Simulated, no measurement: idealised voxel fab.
process module | voxel double patterning
cross-section cut | 195 nm wide | cells 5 nm
A cross-section is a grid of square cells, given in bands from the top down. A band is one or more rows of cells.
Each band's line starts with the height of the band's top and of its bottom, in nm. Then come its materials from left to right, each with its width in nm. One material with "throughout" fills the band from edge to edge. "air" is empty space.
Height 0 is the level under which the wafer as received is all one material. The lowest band goes on downwards, as in "0 down".
A width such as "30 to 40" changes by the same amount from each row of cells to the next, from the band's top row to its bottom row.
"no change" after a step means that no cell of the cross-section changed.
closed voids: empty space of 8 cells or more with no open way to the top, each as width x height at its distance from the left edge, in nm
after a step's settings: what the simulator itself notes on the step
overlay nm, on a step with a mask: how far to the right of its planned place the mask lay; to the left if negative
plan
1 op RECEIVE | material Si
2 op CONFORMAL_DEP | material SiO2 | thk nm 5
3 op DIRECTIONAL_DEP | material polySi | thk nm 20
4 op DIRECTIONAL_DEP | material SiN | thk nm 5
5 op DIRECTIONAL_DEP | material aC | thk nm 10
6 op PATTERN | tone open | mask id FIRST | material resist | width nm 15 | pitch nm 50 | thk nm 30 | overlay nm -15
7 op DIRECTIONAL_ETCH | etch materials aC | depth nm 10
8 op STRIP | etch materials resist
9 op DIRECTIONAL_ETCH | etch materials SiN | depth nm 5
10 op STRIP | etch materials aC
11 op PATTERN | tone open | mask id SECOND | material resist | width nm 15 | thk nm 20 | overlay nm 0
12 op DIRECTIONAL_ETCH | etch materials SiN | depth nm 5
13 op STRIP | etch materials resist
14 op DIRECTIONAL_ETCH | etch materials polySi | depth nm 20
15 op STRIP | etch materials SiN
varied across the wafers: overlay nm of step 6. The plan shows the first wafer's value. All wafers start alike
first wafer as received, after step 1
  0 down: Si throughout
  closed voids: none
each wafer at the end: cells of each material gained (+) or lost (-) since it was received, then its closed voids
overlay nm -15 | +39 SiO2 | +124 polySi | closed voids: none
overlay nm -10 | +39 SiO2 | +120 polySi | closed voids: none
overlay nm -5 | +39 SiO2 | +120 polySi | closed voids: none
overlay nm 0 | +39 SiO2 | +120 polySi | closed voids: none
overlay nm 5 | +39 SiO2 | +120 polySi | closed voids: none
overlay nm 10 | +39 SiO2 | +120 polySi | closed voids: none
overlay nm 15 | +39 SiO2 | +124 polySi | closed voids: none
